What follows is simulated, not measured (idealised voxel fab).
voxel transistor to metal: a process module
The figure presents cross-section cut, which has a width of 295 nm and is divided into square cells with an edge length of 5 nm.
Throughout this document, each cross-section is represented as a grid of square cells and is presented as a sequence of bands enumerated from the top downward, where a band comprises one or more rows of cells. Per band: top height and bottom height in nm, followed by the left-to-right materials and their widths in nm; "all across" marks a single material spanning edge to edge, "blank" marks empty space. Heights are expressed relative to 0, this being the level below which the as-received wafer comprises one material exclusively. The lowest band is unbounded in the downward direction and is denoted as in "0..down". Think of "30..40" as a width that walks from the first number to the second as you go down the band, top row to bottom row, taking equal-sized steps from row to row. "no modification", as given for a step, is the statement that not any cell of the cross-section underwent a change during that step. The list in "Closed empty spaces" covers empty spaces of 8 cells or more that cannot reach the top through any open way, and it gives each as width x height at distance; the distance is from the left edge, and width, height and distance are in nm. That trailing text on a step's line, after the settings, is the simulator's own remark on the step. overlay nm: mask offset rightward from planned place, masked step; negative means leftward offset.
Steps in the process plan
1. op RECEIVE | material Si
2. op OXIDIZE | depth nm 5
3. op CONFORMAL_DEP | material SiN | thk nm 15
4. op MASKED_ETCH | tone cover | mask id ACTIVE | width nm 115 | pitch nm 135 | etch materials SiN | depth nm 15 | overlay nm 0
5. op MASKED_ETCH | tone cover | mask id ACTIVE | width nm 115 | pitch nm 135 | etch materials SiO2 | depth nm 5 | overlay nm 0
6. op MASKED_ETCH | tone cover | mask id ACTIVE | width nm 115 | pitch nm 135 | etch materials Si | depth nm 35 | overlay nm 0
7. op FILL_DEP | material SiO2 | thk nm 15
8. op CMP | height nm 15
9. op SELECTIVE_ETCH | etch materials SiO2 | depth nm 5
10. op STRIP | etch materials SiN
11. op SELECTIVE_ETCH | etch materials SiO2 | depth nm 5
12. op OXIDIZE | depth nm 5
13. op DIRECTIONAL_DEP | material polySi | thk nm 20
14. op DIRECTIONAL_DEP | material SiCN | thk nm 15
15. op DIRECTIONAL_DEP | material aC | thk nm 5
16. op PATTERN | tone cover | mask id GATE | material resist | width nm 15 | pitch nm 135 | thk nm 35 | overlay nm 0
17. op DIRECTIONAL_ETCH | etch materials aC | depth nm 15
18. op STRIP | etch materials resist
19. op DIRECTIONAL_ETCH | etch materials SiCN | depth nm 25
20. op DIRECTIONAL_ETCH | etch materials polySi | depth nm 30
21. op STRIP | etch materials aC
22. op CONFORMAL_DEP | material SiN | thk nm 5
23. op DIRECTIONAL_ETCH | etch materials SiN | depth nm 5
24. op DIRECTIONAL_ETCH | etch materials SiO2 | depth nm 5
25. op DIRECTIONAL_ETCH | etch materials Si | depth nm 5
26. op EPI | material pSi | thk nm 10
27. op FILL_DEP | material SiO2 | thk nm 10
28. op CMP | height nm 30
29. op DIRECTIONAL_DEP | material SiO2 | thk nm 15
30. op MASKED_ETCH | tone open | mask id CONTACT | width nm 20 | etch materials SiO2 | depth nm 50 | overlay nm 0
31. op CONFORMAL_DEP | material TiN | thk nm 5
32. op FILL_DEP | material W | thk nm 10
33. op CMP | height nm 45
34. op DIRECTIONAL_DEP | material TiN | thk nm 5
35. op DIRECTIONAL_DEP | material Ru | thk nm 20
36. op DIRECTIONAL_DEP | material aC | thk nm 15
37. op PATTERN | tone cover | mask id METAL_1 | material resist | width nm 20 | thk nm 30 | overlay nm 0
38. op DIRECTIONAL_ETCH | etch materials aC | depth nm 15
39. op STRIP | etch materials resist
40. op DIRECTIONAL_ETCH | etch materials Ru | depth nm 20
41. op DIRECTIONAL_ETCH | etch materials TiN | depth nm 5
42. op STRIP | etch materials aC
43. op CONFORMAL_DEP | material SiCN | thk nm 5
44. op FILL_DEP | material SiO2 | thk nm 10
45. op CMP | height nm 70
46. op CONFORMAL_DEP | material SiN | thk nm 5
Same starting wafers, different thk nm at step 15. Plan value belongs to the first wafer.
Here's the first of the wafers in cross-section, just as we got it, i.e. after step 1
> 0..down  Si all across
> Closed empty spaces: none
What follows is a table in which each wafer occupies a row; for the wafer as it stands at the close of the module, the row states, material by material, how many cells have been gained (+) or lost (-) since receipt, and then gives its closed voids
thk nm 5, +64 Ru, -232 Si, +93 SiCN, +95 SiN, +585 SiO2, +104 TiN, +72 W, +80 pSi, +24 polySi, Closed empty spaces: none
thk nm 10, +64 Ru, -232 Si, +93 SiCN, +95 SiN, +585 SiO2, +104 TiN, +72 W, +80 pSi, +24 polySi, Closed empty spaces: none
thk nm 15, +64 Ru, -232 Si, +93 SiCN, +95 SiN, +585 SiO2, +104 TiN, +72 W, +80 pSi, +24 polySi, Closed empty spaces: none
thk nm 20, +64 Ru, -196 Si, +234 SiCN, +59 SiN, +424 SiO2, +48 TiN, +16 W, +236 polySi, Closed empty spaces: none
thk nm 25, +64 Ru, -196 Si, +234 SiCN, +59 SiN, +424 SiO2, +48 TiN, +16 W, +236 polySi, Closed empty spaces: none
thk nm 30, +64 Ru, -196 Si, +234 SiCN, +59 SiN, +424 SiO2, +48 TiN, +16 W, +236 polySi, Closed empty spaces: none
